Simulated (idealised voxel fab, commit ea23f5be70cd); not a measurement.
This section sets out a process module, namely voxel quadruple lines.
Section cut is 190 nm wide and gridded with 5 nm square cells.
Cross-section = grid of square cells, listed top down in bands; band = one or more rows. The band entry comprises the height of the band's top followed by the height of its bottom, expressed in nm, and subsequently the band's materials from left to right, each stated together with its width in nm. Where a single material is marked with the word "edge to edge", that material fills the band from edge to edge. The word "blank" represents empty space. Convention: height 0 is the level below which the wafer, as received, is all one material. The lowest band does not terminate at the bottom but continues downward, represented as "0 down". Think of "30 to 40" as a width that walks from the first number to the second as you go down the band, top row to bottom row, taking equal-sized steps from row to row. For the purposes of this document, the phrase "remained unchanged" attached to a step denotes that no cell within the cross-section was modified by that step. Entry "Cavities, closed". Content: empty spaces with no open connection to the top, size 8 cells or greater. Each: width x height at distance. Distance: from left edge. Unit: nm. Note: text after step settings on the step line = simulator remark on that step. Each step line may optionally specify "overlay nm", which for a step with a mask gives the rightward distance between the mask's planned place and where it lay, a negative value indicating the leftward direction.

Here's what the planned process steps look like
step 1: RECEIVE (material Si)
step 2: CONFORMAL_DEP (material SiO2; thk nm 5)
step 3: DIRECTIONAL_DEP (material Ru; thk nm 10)
step 4: DIRECTIONAL_DEP (material polySi; thk nm 15)
step 5: DIRECTIONAL_DEP (material aC; thk nm 25)
step 6: PATTERN (tone cover; mask id MANDREL; material resist; width nm 20; thk nm 30; overlay nm 0)
step 7: DIRECTIONAL_ETCH (etch materials aC; depth nm 25)
step 8: STRIP (etch materials resist)
step 9: CONFORMAL_DEP (material SiO2; thk nm 10)
step 10: DIRECTIONAL_ETCH (etch materials SiO2; depth nm 10)
step 11: STRIP (etch materials aC)
step 12: DIRECTIONAL_ETCH (etch materials polySi; depth nm 15)
step 13: STRIP (etch materials SiO2)
step 14: CONFORMAL_DEP (material SiCN; thk nm 10)
step 15: DIRECTIONAL_ETCH (etch materials SiCN; depth nm 10)
step 16: STRIP (etch materials polySi)
step 17: DIRECTIONAL_ETCH (etch materials Ru; depth nm 10)
step 18: STRIP (etch materials SiCN)
Every wafer here starts from the same state; it is the step 6 width nm that distinguishes them, and the value the plan gives belongs to the first wafer.

This is how the first of several wafers looked in cross-section when it arrived, which is after step 1
- 0 down  Si edge to edge
- Cavities, closed: none

Per-wafer rows below. For each material: cells gained (+) or lost (-) since the wafer was received, as of end of module. Then: closed voids
width nm 20 | +16 Ru | +38 SiO2 | Cavities, closed: none
width nm 25 | +16 Ru | +38 SiO2 | Cavities, closed: none
width nm 30 | +16 Ru | +38 SiO2 | Cavities, closed: none
width nm 35 | +16 Ru | +38 SiO2 | Cavities, closed: none
width nm 40 | +16 Ru | +38 SiO2 | Cavities, closed: none
width nm 45 | +16 Ru | +38 SiO2 | Cavities, closed: none
